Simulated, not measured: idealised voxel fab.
The document below concerns the process module designated voxel air gaps.
We display cut, a cross-section 265 nm in width whose square cells are each 5 nm.
When this document writes out a cross-section, it uses a grid of square cells and lists it as bands, beginning at the top and moving down, with a band standing for one or more rows of cells.
What a band's entry tells you: where the top is and where the bottom is, as heights in nm, and after that what lies inside, material by material from left to right, each with its width in nm. Empty space is written as the word "empty", and a single material marked with the word "all across" occupies the band from edge to edge.
Heights are reckoned from 0. Under this level, the received wafer is all of one material. The bottommost band is open-ended downward, for example "top 0, no bottom".
Quick explanation for "30 to 40": the width changes in equal steps down the rows of cells, from the first number in the band's top row to the second number in its bottom row.
It should be understood that the words "nothing got changed", when stated for a given step, signify that the cross-section underwent no change in any of its cells during that step.
"Closed void table" means: voids of 8 cells or more that are shut off from the top with no open way through. Written width x height at distance, distance from the left edge, in nm.
The remark found on a step's line after its settings is issued by the simulator itself and pertains to that step.
A step's line can hold "overlay nm"; with a mask on that step, the setting says how far right of the planned place the mask lay, while a negative setting says it lay to the left.
### plan
1: RECEIVE, material Si
2: CONFORMAL_DEP, material SiO2, thk nm 10
3: CONFORMAL_DEP, material SiN, thk nm 5
4: DIRECTIONAL_DEP, material lowk, thk nm 40
5: PATTERN, tone open, mask id LINES, material resist, width nm 20, pitch nm 45, thk nm 15, overlay nm 0
6: DIRECTIONAL_ETCH, etch materials lowk, depth nm 40
7: STRIP, etch materials resist
8: CONFORMAL_DEP, material TiN, thk nm 5
9: FILL_DEP, material Cu, thk nm 5
10: CMP, height nm 55
11: EPI, material Ru, thk nm 10
12: SELECTIVE_ETCH, etch materials lowk, depth nm 50
13: CONFORMAL_DEP, material SiN, thk nm 5
### So, the first of our two wafers, run just as we planned it
### Incoming wafer in cross-section (state: after step 1)
- top 0, no bottom | Si all across
- Closed void table: none
### Cross-section through the wafer, step 2 finished
- top 10, bottom 0 | SiO2 all across
- Unchanged below 0.
### Cross-section through the wafer, step 3 finished
- top 15, bottom 10 | SiN all across
- Unchanged below 10.
### Cross-section through the wafer, step 4 finished
- top 55, bottom 15 | lowk all across
- Unchanged below 15.
### Cross-section through the wafer, step 5 finished
- top 70, bottom 55 | resist (55); empty (20); resist (25); empty (20); resist (25); empty (20); resist (25); empty (20); resist (55)
- Unchanged below 55.
### Cross-section through the wafer, step 6 finished
- top 70, bottom 55 | resist (55); empty (20); resist (25); empty (20); resist (25); empty (20); resist (25); empty (20); resist (55)
- top 55, bottom 15 | lowk (55); empty (20); lowk (25); empty (20); lowk (25); empty (20); lowk (25); empty (20); lowk (55)
- Unchanged below 15.
### Cross-section through the wafer, step 7 finished
- top 55, bottom 15 | lowk (55); empty (20); lowk (25); empty (20); lowk (25); empty (20); lowk (25); empty (20); lowk (55)
- Unchanged below 15.
### Cross-section through the wafer, step 8 finished
- top 60, bottom 55 | TiN (60); empty (10); TiN (35); empty (10); TiN (35); empty (10); TiN (35); empty (10); TiN (60)
- top 55, bottom 20 | lowk (55); TiN (5); empty (10); TiN (5); lowk (25); TiN (5); empty (10); TiN (5); lowk (25); TiN (5); empty (10); TiN (5); lowk (25); TiN (5); empty (10); TiN (5); lowk (55)
- top 20, bottom 15 | lowk (55); TiN (20); lowk (25); TiN (20); lowk (25); TiN (20); lowk (25); TiN (20); lowk (55)
- Unchanged below 15.
### Cross-section through the wafer, step 9 finished
- top 65, bottom 60 | Cu all across
- top 60, bottom 55 | TiN (60); Cu (10); TiN (35); Cu (10); TiN (35); Cu (10); TiN (35); Cu (10); TiN (60)
- top 55, bottom 20 | lowk (55); TiN (5); Cu (10); TiN (5); lowk (25); TiN (5); Cu (10); TiN (5); lowk (25); TiN (5); Cu (10); TiN (5); lowk (25); TiN (5); Cu (10); TiN (5); lowk (55)
- Unchanged below 20.
### Cross-section through the wafer, step 10 finished
- top 55, bottom 20 | lowk (55); TiN (5); Cu (10); TiN (5); lowk (25); TiN (5); Cu (10); TiN (5); lowk (25); TiN (5); Cu (10); TiN (5); lowk (25); TiN (5); Cu (10); TiN (5); lowk (55)
- Unchanged below 20.
### Cross-section through the wafer, step 11 finished
- top 65, bottom 55 | empty (45); Ru (40); empty (5); Ru (40); empty (5); Ru (40); empty (5); Ru (40); empty (45)
- Unchanged below 55.
### Cross-section through the wafer, step 12 finished
- top 65, bottom 55 | empty (45); Ru (40); empty (5); Ru (40); empty (5); Ru (40); empty (5); Ru (40); empty (45)
- top 55, bottom 20 | empty (55); TiN (5); Cu (10); TiN (5); empty (25); TiN (5); Cu (10); TiN (5); empty (25); TiN (5); Cu (10); TiN (5); empty (25); TiN (5); Cu (10); TiN (5); empty (55)
- top 20, bottom 15 | empty (55); TiN (20); empty (25); TiN (20); empty (25); TiN (20); empty (25); TiN (20); empty (55)
- Unchanged below 15.
### Cross-section through the wafer, step 13 finished
- top 70, bottom 65 | empty (40); SiN (185); empty (40)
- top 65, bottom 55 | empty (40); SiN (5); Ru (40); SiN (5); Ru (40); SiN (5); Ru (40); SiN (5); Ru (40); SiN (5); empty (40)
- top 55, bottom 50 | empty (40); SiN (15); TiN (5); Cu (10); TiN (5); SiN (25); TiN (5); Cu (10); TiN (5); SiN (25); TiN (5); Cu (10); TiN (5); SiN (25); TiN (5); Cu (10); TiN (5); SiN (15); empty (40)
- top 50, bottom 20 | empty (50); SiN (5); TiN (5); Cu (10); TiN (5); SiN (5); empty (15); SiN (5); TiN (5); Cu (10); TiN (5); SiN (5); empty (15); SiN (5); TiN (5); Cu (10); TiN (5); SiN (5); empty (15); SiN (5); TiN (5); Cu (10); TiN (5); SiN (5); empty (50)
- top 20, bottom 15 | SiN (55); TiN (20); SiN (25); TiN (20); SiN (25); TiN (20); SiN (25); TiN (20); SiN (55)
- Unchanged below 15.
- Closed void table: 15 x 30 at 80; 15 x 30 at 125; 15 x 30 at 170
### Wafer two of two - same starting point, same process plan, one mistake in execution; matches wafer one up to and including step 4
### Cross-section of the second wafer at the time by which step 5 should have been completed according to the plan
- top 70, bottom 55 | resist (55); empty (25); resist (20); empty (25); resist (20); empty (25); resist (20); empty (25); resist (50)
- Unchanged below 55.
### Cross-section of the second wafer at the time by which step 6 should have been completed according to the plan
- top 70, bottom 55 | resist (55); empty (25); resist (20); empty (25); resist (20); empty (25); resist (20); empty (25); resist (50)
- top 55, bottom 15 | lowk (55); empty (25); lowk (20); empty (25); lowk (20); empty (25); lowk (20); empty (25); lowk (50)
- Unchanged below 15.
### Cross-section of the second wafer at the time by which step 7 should have been completed according to the plan
- top 55, bottom 15 | lowk (55); empty (25); lowk (20); empty (25); lowk (20); empty (25); lowk (20); empty (25); lowk (50)
- Unchanged below 15.
### Cross-section of the second wafer at the time by which step 8 should have been completed according to the plan
- top 60, bottom 55 | TiN (60); empty (15); TiN (30); empty (15); TiN (30); empty (15); TiN (30); empty (15); TiN (55)
- top 55, bottom 20 | lowk (55); TiN (5); empty (15); TiN (5); lowk (20); TiN (5); empty (15); TiN (5); lowk (20); TiN (5); empty (15); TiN (5); lowk (20); TiN (5); empty (15); TiN (5); lowk (50)
- top 20, bottom 15 | lowk (55); TiN (25); lowk (20); TiN (25); lowk (20); TiN (25); lowk (20); TiN (25); lowk (50)
- Unchanged below 15.
### Cross-section of the second wafer at the time by which step 9 should have been completed according to the plan
- top 65, bottom 60 | Cu all across
- top 60, bottom 55 | TiN (60); Cu (15); TiN (30); Cu (15); TiN (30); Cu (15); TiN (30); Cu (15); TiN (55)
- top 55, bottom 20 | lowk (55); TiN (5); Cu (15); TiN (5); lowk (20); TiN (5); Cu (15); TiN (5); lowk (20); TiN (5); Cu (15); TiN (5); lowk (20); TiN (5); Cu (15); TiN (5); lowk (50)
- Unchanged below 20.
### Cross-section of the second wafer at the time by which step 10 should have been completed according to the plan
- top 55, bottom 20 | lowk (55); TiN (5); Cu (15); TiN (5); lowk (20); TiN (5); Cu (15); TiN (5); lowk (20); TiN (5); Cu (15); TiN (5); lowk (20); TiN (5); Cu (15); TiN (5); lowk (50)
- Unchanged below 20.
### Cross-section of the second wafer at the time by which step 11 should have been completed according to the plan
- top 65, bottom 55 | empty (45); Ru (180); empty (40)
- Unchanged below 55.
### Cross-section of the second wafer at the time by which step 12 should have been completed according to the plan
- top 65, bottom 55 | empty (45); Ru (180); empty (40)
- top 55, bottom 20 | empty (55); TiN (5); Cu (15); TiN (5); lowk (20); TiN (5); Cu (15); TiN (5); lowk (20); TiN (5); Cu (15); TiN (5); lowk (20); TiN (5); Cu (15); TiN (5); empty (50)
- top 20, bottom 15 | empty (55); TiN (25); lowk (20); TiN (25); lowk (20); TiN (25); lowk (20); TiN (25); empty (50)
- Unchanged below 15.
### Cross-section of the second wafer at the time by which step 13 should have been completed according to the plan
- top 70, bottom 65 | empty (40); SiN (190); empty (35)
- top 65, bottom 55 | empty (40); SiN (5); Ru (180); SiN (5); empty (35)
- top 55, bottom 50 | empty (40); SiN (15); TiN (5); Cu (15); TiN (5); lowk (20); TiN (5); Cu (15); TiN (5); lowk (20); TiN (5); Cu (15); TiN (5); lowk (20); TiN (5); Cu (15); TiN (5); SiN (15); empty (35)
- top 50, bottom 20 | empty (50); SiN (5); TiN (5); Cu (15); TiN (5); lowk (20); TiN (5); Cu (15); TiN (5); lowk (20); TiN (5); Cu (15); TiN (5); lowk (20); TiN (5); Cu (15); TiN (5); SiN (5); empty (45)
- top 20, bottom 15 | SiN (55); TiN (25); lowk (20); TiN (25); lowk (20); TiN (25); lowk (20); TiN (25); SiN (50)
- Unchanged below 15.
Where did the run depart from the plan? planned and actual differ for step 5; actual: PATTERN, tone open, mask id LINES, material resist, width nm 25, pitch nm 45, thk nm 15, overlay nm 0
Per the end-of-run cell counts, the second wafer holds more or fewer of some materials than the first: +28 Cu, +8 Ru, -72 SiN, +4 TiN, +96 lowk
End state: 3 closed voids on the first wafer, 0 on the second.
